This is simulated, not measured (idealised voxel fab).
You're looking at the process module voxel fin reveal.
Square cell edge 5 nm, section width 230 nm, ID cut.
Heads up, the way a cross-section reads in here is a grid of square cells, handed over as bands from the top down, with every band being one or more rows of cells. First you get the band's top height and its bottom height, in nm, and then the materials it's made of, left to right, with each width in nm. If you see a single material with "full width", that one covers the band edge to edge. "empty" is empty space. Counting heights begins at 0, where everything beneath is, in the wafer as received, one material. The lowest band has no bottom; it goes on downwards, as "z 0 and below" shows. Note: "30 to 40" means the width goes from the first number (top row of the band) to the second number (bottom row) in equal steps per row of cells. "everything unchanged", as given for a step, is the statement that not any cell of the cross-section underwent a change during that step. "Cavities, closed" specifies each empty space that is not open to the top and that occupies no fewer than 8 cells, using the form width x height at distance, the distance measured from the left edge and all three quantities in nm. On each step's line, the part that comes after the settings is the simulator's own comment on the step. overlay nm: how far to the right of its planned place the mask lay on this masked step (negative: to the left).
Process steps (planned)
- 1: RECEIVE,material Si
- 2: CONFORMAL_DEP,material SiN,thk nm 10
- 3: MASKED_ETCH,tone cover,mask id FINS,width nm 15,pitch nm 45,etch materials SiN,depth nm 10,overlay nm 0
- 4: MASKED_ETCH,tone cover,mask id FINS,width nm 15,pitch nm 45,etch materials Si,depth nm 35,overlay nm 0
- 5: OXIDIZE,depth nm 5
- 6: FILL_DEP,material SiO2,thk nm 15
- 7: CMP,height nm 10
- 8: SELECTIVE_ETCH,etch materials SiO2,depth nm 25
- 9: STRIP,etch materials SiN
- 10: CONFORMAL_DEP,material SiO2,thk nm 5
Cross-section of the wafer as it came to us, i.e., already through step 1
    z 0 and below | Si full width
    Cavities, closed: none
Module complete - cross-section of the first of two wafers, run according to plan
    z 5 to 0 | 85 of empty, then 15 of SiO2, then 30 of empty, then 15 of SiO2, then 85 of empty
    z 0 to -10 | 85 of empty, then 5 of SiO2, then 5 of Si, then 5 of SiO2, then 30 of empty, then 5 of SiO2, then 5 of Si, then 5 of SiO2, then 85 of empty
    z -10 to -40 | 90 of SiO2, then 5 of Si, then 40 of SiO2, then 5 of Si, then 90 of SiO2
    z -40 and below | Si full width
    Cavities, closed: none
Here's the second of our two wafers sectioned at module end. Same start as the first, same plan, but one mistake got made running it
    z 5 to 0 | 85 of empty, then 15 of SiN, then 30 of empty, then 15 of SiN, then 85 of empty
    z 0 to -10 | 85 of empty, then 5 of SiN, then 5 of Si, then 5 of SiN, then 30 of empty, then 5 of SiN, then 5 of Si, then 5 of SiN, then 85 of empty
    z -10 to -15 | 90 of SiN, then 5 of Si, then 40 of SiN, then 5 of Si, then 90 of SiN
    z -15 to -40 | 90 of SiO2, then 5 of Si, then 40 of SiO2, then 5 of Si, then 90 of SiO2
    z -40 and below | Si full width
    Cavities, closed: none
Here's what went sideways: step 10 changed vs plan, executed as CONFORMAL_DEP,material SiN,thk nm 5
At the finish, the second wafer shows more or fewer cells for some materials than the first does: 58 more of SiN, 58 fewer of SiO2
